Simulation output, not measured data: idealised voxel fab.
Process module in this document: voxel gate over fins
210 nm wide, 5 nm square cells: that's cross-section cut.
A cross-section is a grid of square cells, given in bands from the top down. A band is one or more rows of cells.
This entry defines a band. It first specifies the height of the band's top and the height of its bottom in nm, and then specifies the band's materials from left to right, stating each material with its width in nm. The word "edge to edge" identifies a single material that fills the band from edge to edge, while the word "blank" identifies empty space.
Heights are reckoned from 0. Under this level, the received wafer is all of one material. The bottommost band is open-ended downward, for example "from 0 down".
Think of "30->40" as a width that walks from the first number to the second as you go down the band, top row to bottom row, taking equal-sized steps from row to row.
For the purposes of this document, the phrase "stayed the same" attached to a step denotes that no cell within the cross-section was modified by that step.
Closed empty spaces (no open way to the top) of 8 cells or more are what "Voids, fully enclosed" lists, each as width x height at distance from the left edge, nm for all three.
Past the settings on a step's line: simulator remark, on that step.
"overlay nm" on a masked step: distance the mask lay right of its planned place, negative for left.

PLAN
- 1: RECEIVE (material Si)
- 2: CONFORMAL_DEP (material SiN; thk nm 10)
- 3: PATTERN (tone cover; mask id FINS; material resist; width nm 15; pitch nm 45; thk nm 15; overlay nm 0)
- 4: DIRECTIONAL_ETCH (etch materials SiN; depth nm 10)
- 5: DIRECTIONAL_ETCH (etch materials Si; depth nm 40)
- 6: STRIP (etch materials resist)
- 7: OXIDIZE (depth nm 5)
- 8: FILL_DEP (material SiO2; thk nm 5)
- 9: CMP (height nm 10)
- 10: SELECTIVE_ETCH (etch materials SiO2; depth nm 20)
- 11: STRIP (etch materials SiN)
- 12: CONFORMAL_DEP (material HfO2; thk nm 5)
- 13: CONFORMAL_DEP (material TiN; thk nm 5)
- 14: FILL_DEP (material W; thk nm 10)
- 15: CMP (height nm 15)
- 16: CONFORMAL_DEP (material SiCN; thk nm 10)

CROSS-SECTION OF THE WAFER AS IT CAME TO US, I.E., ALREADY THROUGH STEP 1
    from 0 down | Si edge to edge
    Voids, fully enclosed: none

CROSS-SECTION AT MODULE END, ONE RUN ERROR; START AND PLAN UNCHANGED FROM ABOVE
    from 25 to 15 | SiCN edge to edge
    from 15 to 10 | W edge to edge
    from 10 to 5 | 45 W; 25 TiN; 20 W; 25 TiN; 20 W; 25 TiN; 50 W
    from 5 to 0 | 45 W; 5 TiN; 15 HfO2; 5 TiN; 20 W; 5 TiN; 15 HfO2; 5 TiN; 20 W; 5 TiN; 15 HfO2; 5 TiN; 50 W
    from 0 to -20 | 45 W; 5 TiN; 5 HfO2; 5 Si; 5 HfO2; 5 TiN; 20 W; 5 TiN; 5 HfO2; 5 Si; 5 HfO2; 5 TiN; 20 W; 5 TiN; 5 HfO2; 5 Si; 5 HfO2; 5 TiN; 50 W
    from -20 to -25 | 50 TiN; 5 HfO2; 5 Si; 5 HfO2; 30 TiN; 5 HfO2; 5 Si; 5 HfO2; 30 TiN; 5 HfO2; 5 Si; 5 HfO2; 55 TiN
    from -25 to -30 | 55 HfO2; 5 Si; 40 HfO2; 5 Si; 40 HfO2; 5 Si; 60 HfO2
    from -30 to -45 | 55 SiO2; 5 Si; 40 SiO2; 5 Si; 40 SiO2; 5 Si; 60 SiO2
    from -45 down | Si edge to edge
    Voids, fully enclosed: none
Which mistake was made when the wafer was run? step 10, plan: ran twice
